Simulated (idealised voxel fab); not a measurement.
This is a process module. Its name is voxel fin reveal.
This is section cut - it's 160 nm across, gridded in 5 nm square cells.
When this document writes out a cross-section, it uses a grid of square cells and lists it as bands, beginning at the top and moving down, with a band standing for one or more rows of cells. What a band's entry tells you: where the top is and where the bottom is, as heights in nm, and after that what lies inside, material by material from left to right, each with its width in nm. Empty space is written as the word "empty", and a single material marked with the word "all across" occupies the band from edge to edge. Zero point of the height axis is 0; under it, received wafer = one material. Lowest band: continues down indefinitely, "top 0, no bottom". You'd read "30->40" like this: the band's top row of cells is as wide as the first number, its bottom row is as wide as the second, and going down, every row changes width by the same amount as the row before did. Where a step carries "no modifications", the cross-section came out of it unchanged, cell for cell. Voids not open to the top, 8 cells minimum: see "Encapsulated voids". Written width x height at distance; distance is from the left edge; nm. Where a step's line continues beyond its settings, the continuation is a remark by the simulator itself on that step. overlay nm: right-of-plan distance of the mask on a masked step; negative values mean left-of-plan.

## Intended process steps
- 1: RECEIVE (material Si)
- 2: CONFORMAL_DEP (material SiN; thk nm 10)
- 3: DIRECTIONAL_DEP (material aC; thk nm 15)
- 4: PATTERN (tone cover; mask id FINS; material resist; width nm 15; pitch nm 40; thk nm 35; overlay nm 0)
- 5: DIRECTIONAL_ETCH (etch materials aC; depth nm 15)
- 6: STRIP (etch materials resist)
- 7: DIRECTIONAL_ETCH (etch materials SiN; depth nm 10)
- 8: DIRECTIONAL_ETCH (etch materials Si; depth nm 30)
- 9: STRIP (etch materials aC)
- 10: FILL_DEP (material SiO2; thk nm 15)
- 11: CMP (height nm 10)
- 12: SELECTIVE_ETCH (etch materials SiO2; depth nm 25)
- 13: STRIP (etch materials SiN)
- 14: CONFORMAL_DEP (material HfO2; thk nm 5)

## Cross-section: wafer on arrival = after step 1
* top 0, no bottom = Si all across
* Encapsulated voids: none

## Cross-section at module end, one run error; start and plan unchanged from above
* top 5, bottom 0 = empty: 25  SiO2: 25  empty: 15  SiO2: 25  empty: 15  SiO2: 25  empty: 30
* top 0, bottom -10 = empty: 25  SiO2: 5  Si: 15  SiO2: 5  empty: 15  SiO2: 5  Si: 15  SiO2: 5  empty: 15  SiO2: 5  Si: 15  SiO2: 5  empty: 30
* top -10, bottom -30 = SiO2: 30  Si: 15  SiO2: 25  Si: 15  SiO2: 25  Si: 15  SiO2: 35
* top -30, no bottom = Si all across
* Encapsulated voids: none
In executing the process, a mistake was made relative to the plan: for step 14, the planned setting was not used; the step was instead run as CONFORMAL_DEP (material SiO2; thk nm 5)
